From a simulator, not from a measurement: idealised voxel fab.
Process module in this document: voxel ribs on slabs
The cross-section shown here is cut; it is 255 nm wide and divided into square cells measuring 5 nm on a side.
Think of the cross-section as a grid of square cells. We describe it in bands, top to bottom, and each band covers one or more rows of those cells.
Top, bottom (nm), then materials left to right with widths (nm); lone material tagged "everywhere" fills the whole band edge to edge; "empty" = empty space.
Ref level 0: as-received wafer is one material below here. Bottom band extends down with no lower bound ("0 and below").
Note: "30..40" means the width goes from the first number (top row of the band) to the second number (bottom row) in equal steps per row of cells.
It should be understood that the words "no alteration", when stated for a given step, signify that the cross-section underwent no change in any of its cells during that step.
Entry "Entrapped void list". Content: empty spaces with no open connection to the top, size 8 cells or greater. Each: width x height at distance. Distance: from left edge. Unit: nm.
Past the settings on a step's line: simulator remark, on that step.
overlay nm: step with mask; distance mask lay right of planned place; negative value = left of planned place.
Everything after this point is organized in pairs: a cross-section before one process step, a cross-section after it that shows only as deep as the lowest changed band, and, under the pair, the intervening step with its settings. Because different runs of this module on the same starting wafer can supply different pairs, a pair continues from the pair above it only if its entry headed "Pre-step section" says so.

Pre-step section
	0 and below  Si everywhere
	Entrapped void list: none

Resultant Cross-Section
	30 down to 0  SiO2 everywhere
	Heights below 0 show no change.
	Entrapped void list: none
Process step separating the two views above: DIRECTIONAL_DEP, material SiO2, thk nm 30

Pre-step section: The pre-step condition corresponds to the post-step cross-section depicted in the pair directly above.

Resultant Cross-Section
	55 down to 30  polySi everywhere
	Heights below 30 show no change.
	Entrapped void list: none
Process step separating the two views above: DIRECTIONAL_DEP, material polySi, thk nm 25

Pre-step section: The pre-step condition corresponds to the post-step cross-section depicted in the pair directly above.

Resultant Cross-Section
	55 down to 50  empty 120, polySi 15, empty 120
	Heights below 50 show no change.
	Entrapped void list: none
Process step separating the two views above: MASKED_ETCH, tone cover, mask id RIB, width nm 15, etch materials polySi, depth nm 5, overlay nm 0

Pre-step section: The pre-step condition corresponds to the post-step cross-section depicted in the pair directly above.

Resultant Cross-Section
	55 down to 50  empty 120, polySi 15, empty 120
	50 down to 30  empty 90, polySi 75, empty 90
	Heights below 30 show no change.
	Entrapped void list: none
Process step separating the two views above: MASKED_ETCH, tone cover, mask id SLAB, width nm 75, etch materials polySi, depth nm 20, overlay nm 0

Pre-step section: The pre-step condition corresponds to the post-step cross-section depicted in the pair directly above.

Resultant Cross-Section
	75 down to 55  SiO2 everywhere
	55 down to 50  SiO2 120, polySi 15, SiO2 120
	50 down to 30  SiO2 90, polySi 75, SiO2 90
	Heights below 30 show no change.
	Entrapped void list: none
Process step separating the two views above: FILL_DEP, material SiO2, thk nm 20

Pre-step section: The pre-step condition corresponds to the post-step cross-section depicted in the pair directly above.

Resultant Cross-Section
	65 down to 55  SiO2 everywhere
	Heights below 55 show no change.
	Entrapped void list: none
Process step separating the two views above: CMP, height nm 65

Pre-step section: The pre-step condition corresponds to the post-step cross-section depicted in the pair directly above.

Resultant Cross-Section
	70 down to 65  TiN everywhere
	Heights below 65 show no change.
	Entrapped void list: none
Process step separating the two views above: DIRECTIONAL_DEP, material TiN, thk nm 5

Pre-step section: The pre-step condition corresponds to the post-step cross-section depicted in the pair directly above.

Resultant Cross-Section
	85 down to 70  aC everywhere
	Heights below 70 show no change.
	Entrapped void list: none
Process step separating the two views above: DIRECTIONAL_DEP, material aC, thk nm 15

Pre-step section: The pre-step condition corresponds to the post-step cross-section depicted in the pair directly above.

Resultant Cross-Section
	115 down to 85  empty 115, resist 25, empty 115
	Heights below 85 show no change.
	Entrapped void list: none
Process step separating the two views above: PATTERN, tone cover, mask id HEATER, material resist, width nm 25, thk nm 30, overlay nm 0

Pre-step section: The pre-step condition corresponds to the post-step cross-section depicted in the pair directly above.

Resultant Cross-Section
	100 down to 85  empty 115, resist 25, empty 115
	85 down to 70  empty 115, aC 25, empty 115
	Heights below 70 show no change.
	Entrapped void list: none
Process step separating the two views above: DIRECTIONAL_ETCH, etch materials aC, depth nm 15

Pre-step section: The pre-step condition corresponds to the post-step cross-section depicted in the pair directly above.

Resultant Cross-Section
	85 down to 70  empty 115, aC 25, empty 115
	Heights below 70 show no change.
	Entrapped void list: none
Process step separating the two views above: STRIP, etch materials resist

Pre-step section: The pre-step condition corresponds to the post-step cross-section depicted in the pair directly above.

Resultant Cross-Section
	85 down to 70  empty 115, aC 25, empty 115
	70 down to 65  empty 115, TiN 25, empty 115
	Heights below 65 show no change.
	Entrapped void list: none
Process step separating the two views above: DIRECTIONAL_ETCH, etch materials TiN, depth nm 5

Pre-step section: The pre-step condition corresponds to the post-step cross-section depicted in the pair directly above.

Resultant Cross-Section
	70 down to 65  empty 115, TiN 25, empty 115
	Heights below 65 show no change.
	Entrapped void list: none
Process step separating the two views above: STRIP, etch materials aC

Pre-step section: The pre-step condition corresponds to the post-step cross-section depicted in the pair directly above.

Resultant Cross-Section
	80 down to 75  empty 105, SiO2 45, empty 105
	75 down to 70  SiO2 everywhere
	70 down to 65  SiO2 115, TiN 25, SiO2 115
	Heights below 65 show no change.
	Entrapped void list: none
Process step separating the two views above: CONFORMAL_DEP, material SiO2, thk nm 10

Pre-step section
	30 down to 0  SiO2 everywhere
	0 and below  Si everywhere
	Entrapped void list: none

Resultant Cross-Section
	60 down to 0  SiO2 everywhere
	Heights below 0 show no change.
	Entrapped void list: none
Process step separating the two views above: DIRECTIONAL_DEP, material SiO2, thk nm 30

Pre-step section: The pre-step condition corresponds to the post-step cross-section depicted in the pair directly above.

Resultant Cross-Section
	85 down to 60  polySi everywhere
	Heights below 60 show no change.
	Entrapped void list: none
Process step separating the two views above: DIRECTIONAL_DEP, material polySi, thk nm 25

Pre-step section: The pre-step condition corresponds to the post-step cross-section depicted in the pair directly above.

Resultant Cross-Section
	85 down to 80  empty 120, polySi 15, empty 120
	Heights below 80 show no change.
	Entrapped void list: none
Process step separating the two views above: MASKED_ETCH, tone cover, mask id RIB, width nm 15, etch materials polySi, depth nm 5, overlay nm 0

Pre-step section: The pre-step condition corresponds to the post-step cross-section depicted in the pair directly above.

Resultant Cross-Section
	85 down to 80  empty 120, polySi 15, empty 120
	80 down to 60  empty 90, polySi 75, empty 90
	Heights below 60 show no change.
	Entrapped void list: none
Process step separating the two views above: MASKED_ETCH, tone cover, mask id SLAB, width nm 75, etch materials polySi, depth nm 20, overlay nm 0

Pre-step section: The pre-step condition corresponds to the post-step cross-section depicted in the pair directly above.

Resultant Cross-Section
	105 down to 85  SiO2 everywhere
	85 down to 80  SiO2 120, polySi 15, SiO2 120
	80 down to 60  SiO2 90, polySi 75, SiO2 90
	Heights below 60 show no change.
	Entrapped void list: none
Process step separating the two views above: FILL_DEP, material SiO2, thk nm 20

Pre-step section: The pre-step condition corresponds to the post-step cross-section depicted in the pair directly above.

Resultant Cross-Section
	65 down to 60  SiO2 90, polySi 75, SiO2 90
	Heights below 60 show no change.
	Entrapped void list: none
Process step separating the two views above: CMP, height nm 65

Pre-step section: The pre-step condition corresponds to the post-step cross-section depicted in the pair directly above.

Resultant Cross-Section
	70 down to 65  TiN everywhere
	Heights below 65 show no change.
	Entrapped void list: none
Process step separating the two views above: DIRECTIONAL_DEP, material TiN, thk nm 5

Pre-step section: The pre-step condition corresponds to the post-step cross-section depicted in the pair directly above.

Resultant Cross-Section
	85 down to 70  aC everywhere
	Heights below 70 show no change.
	Entrapped void list: none
Process step separating the two views above: DIRECTIONAL_DEP, material aC, thk nm 15

Pre-step section: The pre-step condition corresponds to the post-step cross-section depicted in the pair directly above.

Resultant Cross-Section
	115 down to 85  empty 115, resist 25, empty 115
	Heights below 85 show no change.
	Entrapped void list: none
Process step separating the two views above: PATTERN, tone cover, mask id HEATER, material resist, width nm 25, thk nm 30, overlay nm 0

Pre-step section: The pre-step condition corresponds to the post-step cross-section depicted in the pair directly above.

Resultant Cross-Section
	100 down to 85  empty 115, resist 25, empty 115
	85 down to 70  empty 115, aC 25, empty 115
	Heights below 70 show no change.
	Entrapped void list: none
Process step separating the two views above: DIRECTIONAL_ETCH, etch materials aC, depth nm 15

Pre-step section: The pre-step condition corresponds to the post-step cross-section depicted in the pair directly above.

Resultant Cross-Section
	85 down to 70  empty 115, aC 25, empty 115
	Heights below 70 show no change.
	Entrapped void list: none
Process step separating the two views above: STRIP, etch materials resist

Pre-step section: The pre-step condition corresponds to the post-step cross-section depicted in the pair directly above.

Resultant Cross-Section
	85 down to 70  empty 115, aC 25, empty 115
	70 down to 65  empty 115, TiN 25, empty 115
	Heights below 65 show no change.
	Entrapped void list: none
Process step separating the two views above: DIRECTIONAL_ETCH, etch materials TiN, depth nm 5

Pre-step section: The pre-step condition corresponds to the post-step cross-section depicted in the pair directly above.

Resultant Cross-Section
	70 down to 65  empty 115, TiN 25, empty 115
	Heights below 65 show no change.
	Entrapped void list: none
Process step separating the two views above: STRIP, etch materials aC

Pre-step section: The pre-step condition corresponds to the post-step cross-section depicted in the pair directly above.

Resultant Cross-Section
	80 down to 75  empty 105, SiO2 45, empty 105
	75 down to 70  SiO2 everywhere
	70 down to 65  SiO2 115, TiN 25, SiO2 115
	Heights below 65 show no change.
	Entrapped void list: none
Process step separating the two views above: CONFORMAL_DEP, material SiO2, thk nm 10

Pre-step section
	0 and below  Si everywhere
	Entrapped void list: none

Resultant Cross-Section
	25 down to 0  polySi everywhere
	Heights below 0 show no change.
	Entrapped void list: none
Process step separating the two views above: DIRECTIONAL_DEP, material polySi, thk nm 25

Pre-step section: The pre-step condition corresponds to the post-step cross-section depicted in the pair directly above.

Resultant Cross-Section
	55 down to 25  SiO2 everywhere
	Heights below 25 show no change.
	Entrapped void list: none
Process step separating the two views above: DIRECTIONAL_DEP, material SiO2, thk nm 30

Pre-step section: The pre-step condition corresponds to the post-step cross-section depicted in the pair directly above.

Resultant Cross-Section
	75 down to 25  SiO2 everywhere
	Heights below 25 show no change.
	Entrapped void list: none
Process step separating the two views above: FILL_DEP, material SiO2, thk nm 20

Pre-step section: The pre-step condition corresponds to the post-step cross-section depicted in the pair directly above.

Resultant Cross-Section
	65 down to 25  SiO2 everywhere
	Heights below 25 show no change.
	Entrapped void list: none
Process step separating the two views above: CMP, height nm 65

Pre-step section: The pre-step condition corresponds to the post-step cross-section depicted in the pair directly above.

Resultant Cross-Section
	70 down to 65  TiN everywhere
	Heights below 65 show no change.
	Entrapped void list: none
Process step separating the two views above: DIRECTIONAL_DEP, material TiN, thk nm 5

Pre-step section: The pre-step condition corresponds to the post-step cross-section depicted in the pair directly above.

Resultant Cross-Section
	85 down to 70  aC everywhere
	Heights below 70 show no change.
	Entrapped void list: none
Process step separating the two views above: DIRECTIONAL_DEP, material aC, thk nm 15

Pre-step section: The pre-step condition corresponds to the post-step cross-section depicted in the pair directly above.

Resultant Cross-Section
	115 down to 85  empty 115, resist 25, empty 115
	Heights below 85 show no change.
	Entrapped void list: none
Process step separating the two views above: PATTERN, tone cover, mask id HEATER, material resist, width nm 25, thk nm 30, overlay nm 0

Pre-step section: The pre-step condition corresponds to the post-step cross-section depicted in the pair directly above.

Resultant Cross-Section
	100 down to 85  empty 115, resist 25, empty 115
	85 down to 70  empty 115, aC 25, empty 115
	Heights below 70 show no change.
	Entrapped void list: none
Process step separating the two views above: DIRECTIONAL_ETCH, etch materials aC, depth nm 15

Pre-step section: The pre-step condition corresponds to the post-step cross-section depicted in the pair directly above.

Resultant Cross-Section
	85 down to 70  empty 115, aC 25, empty 115
	Heights below 70 show no change.
	Entrapped void list: none
Process step separating the two views above: STRIP, etch materials resist

Pre-step section: The pre-step condition corresponds to the post-step cross-section depicted in the pair directly above.

Resultant Cross-Section
	85 down to 70  empty 115, aC 25, empty 115
	70 down to 65  empty 115, TiN 25, empty 115
	Heights below 65 show no change.
	Entrapped void list: none
Process step separating the two views above: DIRECTIONAL_ETCH, etch materials TiN, depth nm 5

Pre-step section: The pre-step condition corresponds to the post-step cross-section depicted in the pair directly above.

Resultant Cross-Section
	70 down to 65  empty 115, TiN 25, empty 115
	Heights below 65 show no change.
	Entrapped void list: none
Process step separating the two views above: STRIP, etch materials aC

Pre-step section: The pre-step condition corresponds to the post-step cross-section depicted in the pair directly above.

Resultant Cross-Section
	80 down to 75  empty 105, SiO2 45, empty 105
	75 down to 70  SiO2 everywhere
	70 down to 65  SiO2 115, TiN 25, SiO2 115
	Heights below 65 show no change.
	Entrapped void list: none
Process step separating the two views above: CONFORMAL_DEP, material SiO2, thk nm 10

Pre-step section
	0 and below  Si everywhere
	Entrapped void list: none

Resultant Cross-Section
	40 down to 0  SiO2 everywhere
	Heights below 0 show no change.
	Entrapped void list: none
Process step separating the two views above: DIRECTIONAL_DEP, material SiO2, thk nm 40

Pre-step section: The pre-step condition corresponds to the post-step cross-section depicted in the pair directly above.

Resultant Cross-Section
	65 down to 40  polySi everywhere
	Heights below 40 show no change.
	Entrapped void list: none
Process step separating the two views above: DIRECTIONAL_DEP, material polySi, thk nm 25

Pre-step section: The pre-step condition corresponds to the post-step cross-section depicted in the pair directly above.

Resultant Cross-Section
	65 down to 60  empty 120, polySi 15, empty 120
	Heights below 60 show no change.
	Entrapped void list: none
Process step separating the two views above: MASKED_ETCH, tone cover, mask id RIB, width nm 15, etch materials polySi, depth nm 5, overlay nm 0

Pre-step section: The pre-step condition corresponds to the post-step cross-section depicted in the pair directly above.

Resultant Cross-Section
	65 down to 60  empty 120, polySi 15, empty 120
	60 down to 40  empty 90, polySi 75, empty 90
	Heights below 40 show no change.
	Entrapped void list: none
Process step separating the two views above: MASKED_ETCH, tone cover, mask id SLAB, width nm 75, etch materials polySi, depth nm 20, overlay nm 0

Pre-step section: The pre-step condition corresponds to the post-step cross-section depicted in the pair directly above.

Resultant Cross-Section
	85 down to 65  SiO2 everywhere
	65 down to 60  SiO2 120, polySi 15, SiO2 120
	60 down to 40  SiO2 90, polySi 75, SiO2 90
	Heights below 40 show no change.
	Entrapped void list: none
Process step separating the two views above: FILL_DEP, material SiO2, thk nm 20

Pre-step section: The pre-step condition corresponds to the post-step cross-section depicted in the pair directly above.

Resultant Cross-Section
	65 down to 60  SiO2 120, polySi 15, SiO2 120
	Heights below 60 show no change.
	Entrapped void list: none
Process step separating the two views above: CMP, height nm 65

Pre-step section: The pre-step condition corresponds to the post-step cross-section depicted in the pair directly above.

Resultant Cross-Section
	70 down to 65  TiN everywhere
	Heights below 65 show no change.
	Entrapped void list: none
Process step separating the two views above: DIRECTIONAL_DEP, material TiN, thk nm 5

Pre-step section: The pre-step condition corresponds to the post-step cross-section depicted in the pair directly above.

Resultant Cross-Section
	85 down to 70  aC everywhere
	Heights below 70 show no change.
	Entrapped void list: none
Process step separating the two views above: DIRECTIONAL_DEP, material aC, thk nm 15

Pre-step section: The pre-step condition corresponds to the post-step cross-section depicted in the pair directly above.

Resultant Cross-Section
	115 down to 85  empty 115, resist 25, empty 115
	Heights below 85 show no change.
	Entrapped void list: none
Process step separating the two views above: PATTERN, tone cover, mask id HEATER, material resist, width nm 25, thk nm 30, overlay nm 0

Pre-step section: The pre-step condition corresponds to the post-step cross-section depicted in the pair directly above.

Resultant Cross-Section
	100 down to 85  empty 115, resist 25, empty 115
	85 down to 70  empty 115, aC 25, empty 115
	Heights below 70 show no change.
	Entrapped void list: none
Process step separating the two views above: DIRECTIONAL_ETCH, etch materials aC, depth nm 15

Pre-step section: The pre-step condition corresponds to the post-step cross-section depicted in the pair directly above.

Resultant Cross-Section
	85 down to 70  empty 115, aC 25, empty 115
	Heights below 70 show no change.
	Entrapped void list: none
Process step separating the two views above: STRIP, etch materials resist

Pre-step section: The pre-step condition corresponds to the post-step cross-section depicted in the pair directly above.

Resultant Cross-Section
	85 down to 70  empty 115, aC 25, empty 115
	70 down to 65  empty 115, TiN 25, empty 115
	Heights below 65 show no change.
	Entrapped void list: none
Process step separating the two views above: DIRECTIONAL_ETCH, etch materials TiN, depth nm 5

Pre-step section: The pre-step condition corresponds to the post-step cross-section depicted in the pair directly above.

Resultant Cross-Section
	70 down to 65  empty 115, TiN 25, empty 115
	Heights below 65 show no change.
	Entrapped void list: none
Process step separating the two views above: STRIP, etch materials aC

Pre-step section: The pre-step condition corresponds to the post-step cross-section depicted in the pair directly above.

Resultant Cross-Section
	80 down to 75  empty 105, SiO2 45, empty 105
	75 down to 70  SiO2 everywhere
	70 down to 65  SiO2 115, TiN 25, SiO2 115
	Heights below 65 show no change.
	Entrapped void list: none
Process step separating the two views above: CONFORMAL_DEP, material SiO2, thk nm 10

Pre-step section
	85 down to 70  aC everywhere
	70 down to 65  TiN everywhere
	65 down to 55  SiO2 everywhere
	55 down to 50  SiO2 120, polySi 15, SiO2 120
	50 down to 30  SiO2 90, polySi 75, SiO2 90
	30 down to 0  SiO2 everywhere
	0 and below  Si everywhere
	Entrapped void list: none

Resultant Cross-Section
	115 down to 85  empty 120, resist 15, empty 120
	Heights below 85 show no change.
	Entrapped void list: none
Process step separating the two views above: PATTERN, tone cover, mask id HEATER, material resist, width nm 15, thk nm 30, overlay nm 0

Pre-step section: The pre-step condition corresponds to the post-step cross-section depicted in the pair directly above.

Resultant Cross-Section
	100 down to 85  empty 120, resist 15, empty 120
	85 down to 70  empty 120, aC 15, empty 120
	Heights below 70 show no change.
	Entrapped void list: none
Process step separating the two views above: DIRECTIONAL_ETCH, etch materials aC, depth nm 15

Pre-step section: The pre-step condition corresponds to the post-step cross-section depicted in the pair directly above.

Resultant Cross-Section
	85 down to 70  empty 120, aC 15, empty 120
	Heights below 70 show no change.
	Entrapped void list: none
Process step separating the two views above: STRIP, etch materials resist

Pre-step section: The pre-step condition corresponds to the post-step cross-section depicted in the pair directly above.

Resultant Cross-Section
	85 down to 70  empty 120, aC 15, empty 120
	70 down to 65  empty 120, TiN 15, empty 120
	Heights below 65 show no change.
	Entrapped void list: none
Process step separating the two views above: DIRECTIONAL_ETCH, etch materials TiN, depth nm 5

Pre-step section: The pre-step condition corresponds to the post-step cross-section depicted in the pair directly above.

Resultant Cross-Section
	70 down to 65  empty 120, TiN 15, empty 120
	Heights below 65 show no change.
	Entrapped void list: none
Process step separating the two views above: STRIP, etch materials aC

Pre-step section: The pre-step condition corresponds to the post-step cross-section depicted in the pair directly above.

Resultant Cross-Section
	80 down to 75  empty 110, SiO2 35, empty 110
	75 down to 70  SiO2 everywhere
	70 down to 65  SiO2 120, TiN 15, SiO2 120
	Heights below 65 show no change.
	Entrapped void list: none
Process step separating the two views above: CONFORMAL_DEP, material SiO2, thk nm 10

Pre-step section
	55 down to 50  empty 120, polySi 15, empty 120
	50 down to 30  polySi everywhere
	30 down to 0  SiO2 everywhere
	0 and below  Si everywhere
	Entrapped void list: none

Resultant Cross-Section
	55 down to 50  empty 120, polySi 15, empty 120
	50 down to 30  empty 85, polySi 75, empty 95
	Heights below 30 show no change.
	Entrapped void list: none
Process step separating the two views above: MASKED_ETCH, tone cover, mask id SLAB, width nm 75, etch materials polySi, depth nm 20, overlay nm -5

Pre-step section: The pre-step condition corresponds to the post-step cross-section depicted in the pair directly above.

Resultant Cross-Section
	75 down to 55  SiO2 everywhere
	55 down to 50  SiO2 120, polySi 15, SiO2 120
	50 down to 30  SiO2 85, polySi 75, SiO2 95
	Heights below 30 show no change.
	Entrapped void list: none
Process step separating the two views above: FILL_DEP, material SiO2, thk nm 20

Pre-step section: The pre-step condition corresponds to the post-step cross-section depicted in the pair directly above.

Resultant Cross-Section
	65 down to 55  SiO2 everywhere
	Heights below 55 show no change.
	Entrapped void list: none
Process step separating the two views above: CMP, height nm 65

Pre-step section: The pre-step condition corresponds to the post-step cross-section depicted in the pair directly above.

Resultant Cross-Section
	70 down to 65  TiN everywhere
	Heights below 65 show no change.
	Entrapped void list: none
Process step separating the two views above: DIRECTIONAL_DEP, material TiN, thk nm 5

Pre-step section: The pre-step condition corresponds to the post-step cross-section depicted in the pair directly above.

Resultant Cross-Section
	85 down to 70  aC everywhere
	Heights below 70 show no change.
	Entrapped void list: none
Process step separating the two views above: DIRECTIONAL_DEP, material aC, thk nm 15

Pre-step section: The pre-step condition corresponds to the post-step cross-section depicted in the pair directly above.

Resultant Cross-Section
	115 down to 85  empty 115, resist 25, empty 115
	Heights below 85 show no change.
	Entrapped void list: none
Process step separating the two views above: PATTERN, tone cover, mask id HEATER, material resist, width nm 25, thk nm 30, overlay nm 0

Pre-step section: The pre-step condition corresponds to the post-step cross-section depicted in the pair directly above.

Resultant Cross-Section
	100 down to 85  empty 115, resist 25, empty 115
	85 down to 70  empty 115, aC 25, empty 115
	Heights below 70 show no change.
	Entrapped void list: none
Process step separating the two views above: DIRECTIONAL_ETCH, etch materials aC, depth nm 15

Pre-step section: The pre-step condition corresponds to the post-step cross-section depicted in the pair directly above.

Resultant Cross-Section
	85 down to 70  empty 115, aC 25, empty 115
	Heights below 70 show no change.
	Entrapped void list: none
Process step separating the two views above: STRIP, etch materials resist

Pre-step section: The pre-step condition corresponds to the post-step cross-section depicted in the pair directly above.

Resultant Cross-Section
	85 down to 70  empty 115, aC 25, empty 115
	70 down to 65  empty 115, TiN 25, empty 115
	Heights below 65 show no change.
	Entrapped void list: none
Process step separating the two views above: DIRECTIONAL_ETCH, etch materials TiN, depth nm 5

Pre-step section: The pre-step condition corresponds to the post-step cross-section depicted in the pair directly above.

Resultant Cross-Section
	70 down to 65  empty 115, TiN 25, empty 115
	Heights below 65 show no change.
	Entrapped void list: none
Process step separating the two views above: STRIP, etch materials aC

Pre-step section: The pre-step condition corresponds to the post-step cross-section depicted in the pair directly above.

Resultant Cross-Section
	80 down to 75  empty 105, SiO2 45, empty 105
	75 down to 70  SiO2 everywhere
	70 down to 65  SiO2 115, TiN 25, SiO2 115
	Heights below 65 show no change.
	Entrapped void list: none
Process step separating the two views above: CONFORMAL_DEP, material SiO2, thk nm 10

Pre-step section
	0 and below  Si everywhere
	Entrapped void list: none

Resultant Cross-Section
	30 down to 0  aC everywhere
	Heights below 0 show no change.
	Entrapped void list: none
Process step separating the two views above: DIRECTIONAL_DEP, material aC, thk nm 30

Pre-step section: The pre-step condition corresponds to the post-step cross-section depicted in the pair directly above.

Resultant Cross-Section
	55 down to 30  polySi everywhere
	Heights below 30 show no change.
	Entrapped void list: none
Process step separating the two views above: DIRECTIONAL_DEP, material polySi, thk nm 25

Pre-step section: The pre-step condition corresponds to the post-step cross-section depicted in the pair directly above.

Resultant Cross-Section
	55 down to 50  empty 120, polySi 15, empty 120
	Heights below 50 show no change.
	Entrapped void list: none
Process step separating the two views above: MASKED_ETCH, tone cover, mask id RIB, width nm 15, etch materials polySi, depth nm 5, overlay nm 0

Pre-step section: The pre-step condition corresponds to the post-step cross-section depicted in the pair directly above.

Resultant Cross-Section
	55 down to 50  empty 120, polySi 15, empty 120
	50 down to 30  empty 90, polySi 75, empty 90
	Heights below 30 show no change.
	Entrapped void list: none
Process step separating the two views above: MASKED_ETCH, tone cover, mask id SLAB, width nm 75, etch materials polySi, depth nm 20, overlay nm 0

Pre-step section: The pre-step condition corresponds to the post-step cross-section depicted in the pair directly above.

Resultant Cross-Section
	75 down to 55  SiO2 everywhere
	55 down to 50  SiO2 120, polySi 15, SiO2 120
	50 down to 30  SiO2 90, polySi 75, SiO2 90
	Heights below 30 show no change.
	Entrapped void list: none
Process step separating the two views above: FILL_DEP, material SiO2, thk nm 20

Pre-step section: The pre-step condition corresponds to the post-step cross-section depicted in the pair directly above.

Resultant Cross-Section
	65 down to 55  SiO2 everywhere
	Heights below 55 show no change.
	Entrapped void list: none
Process step separating the two views above: CMP, height nm 65

Pre-step section: The pre-step condition corresponds to the post-step cross-section depicted in the pair directly above.

Resultant Cross-Section
	70 down to 65  TiN everywhere
	Heights below 65 show no change.
	Entrapped void list: none
Process step separating the two views above: DIRECTIONAL_DEP, material TiN, thk nm 5

Pre-step section: The pre-step condition corresponds to the post-step cross-section depicted in the pair directly above.

Resultant Cross-Section
	85 down to 70  aC everywhere
	Heights below 70 show no change.
	Entrapped void list: none
Process step separating the two views above: DIRECTIONAL_DEP, material aC, thk nm 15

Pre-step section: The pre-step condition corresponds to the post-step cross-section depicted in the pair directly above.

Resultant Cross-Section
	115 down to 85  empty 115, resist 25, empty 115
	Heights below 85 show no change.
	Entrapped void list: none
Process step separating the two views above: PATTERN, tone cover, mask id HEATER, material resist, width nm 25, thk nm 30, overlay nm 0

Pre-step section: The pre-step condition corresponds to the post-step cross-section depicted in the pair directly above.

Resultant Cross-Section
	100 down to 85  empty 115, resist 25, empty 115
	85 down to 70  empty 115, aC 25, empty 115
	Heights below 70 show no change.
	Entrapped void list: none
Process step separating the two views above: DIRECTIONAL_ETCH, etch materials aC, depth nm 15

Pre-step section: The pre-step condition corresponds to the post-step cross-section depicted in the pair directly above.

Resultant Cross-Section
	85 down to 70  empty 115, aC 25, empty 115
	Heights below 70 show no change.
	Entrapped void list: none
Process step separating the two views above: STRIP, etch materials resist

Pre-step section: The pre-step condition corresponds to the post-step cross-section depicted in the pair directly above.

Resultant Cross-Section
	85 down to 70  empty 115, aC 25, empty 115
	70 down to 65  empty 115, TiN 25, empty 115
	Heights below 65 show no change.
	Entrapped void list: none
Process step separating the two views above: DIRECTIONAL_ETCH, etch materials TiN, depth nm 5

Pre-step section: The pre-step condition corresponds to the post-step cross-section depicted in the pair directly above.

Resultant Cross-Section
	70 down to 65  empty 115, TiN 25, empty 115
	Heights below 65 show no change.
	Entrapped void list: none
Process step separating the two views above: STRIP, etch materials aC

Pre-step section: The pre-step condition corresponds to the post-step cross-section depicted in the pair directly above.

Resultant Cross-Section
	80 down to 75  empty 105, SiO2 45, empty 105
	75 down to 70  SiO2 everywhere
	70 down to 65  SiO2 115, TiN 25, SiO2 115
	Heights below 65 show no change.
	Entrapped void list: none
Process step separating the two views above: CONFORMAL_DEP, material SiO2, thk nm 10

Pre-step section
	85 down to 70  aC everywhere
	70 down to 65  TiN everywhere
	65 down to 55  SiO2 everywhere
	55 down to 50  SiO2 120, polySi 15, SiO2 120
	50 down to 30  SiO2 90, polySi 75, SiO2 90
	30 down to 0  SiO2 everywhere
	0 and below  Si everywhere
	Entrapped void list: none

Resultant Cross-Section
	115 down to 85  resist 115, empty 25, resist 115
	Heights below 85 show no change.
	Entrapped void list: none
Process step separating the two views above: PATTERN, tone open, mask id HEATER, material resist, width nm 25, thk nm 30, overlay nm 0

Pre-step section: The pre-step condition corresponds to the post-step cross-section depicted in the pair directly above.

Resultant Cross-Section
	100 down to 85  resist 115, empty 25, resist 115
	85 down to 70  aC 115, empty 25, aC 115
	Heights below 70 show no change.
	Entrapped void list: none
Process step separating the two views above: DIRECTIONAL_ETCH, etch materials aC, depth nm 15

Pre-step section: The pre-step condition corresponds to the post-step cross-section depicted in the pair directly above.

Resultant Cross-Section
	85 down to 70  aC 115, empty 25, aC 115
	Heights below 70 show no change.
	Entrapped void list: none
Process step separating the two views above: STRIP, etch materials resist

Pre-step section: The pre-step condition corresponds to the post-step cross-section depicted in the pair directly above.

Resultant Cross-Section
	85 down to 70  aC 115, empty 25, aC 115
	70 down to 65  TiN 115, empty 25, TiN 115
	Heights below 65 show no change.
	Entrapped void list: none
Process step separating the two views above: DIRECTIONAL_ETCH, etch materials TiN, depth nm 5

Pre-step section: The pre-step condition corresponds to the post-step cross-section depicted in the pair directly above.

Resultant Cross-Section
	70 down to 65  TiN 115, empty 25, TiN 115
	Heights below 65 show no change.
	Entrapped void list: none
Process step separating the two views above: STRIP, etch materials aC

Pre-step section: The pre-step condition corresponds to the post-step cross-section depicted in the pair directly above.

Resultant Cross-Section
	80 down to 75  SiO2 125, empty 5, SiO2 125
	75 down to 70  SiO2 everywhere
	70 down to 65  TiN 115, SiO2 25, TiN 115
	Heights below 65 show no change.
	Entrapped void list: none
Process step separating the two views above: CONFORMAL_DEP, material SiO2, thk nm 10
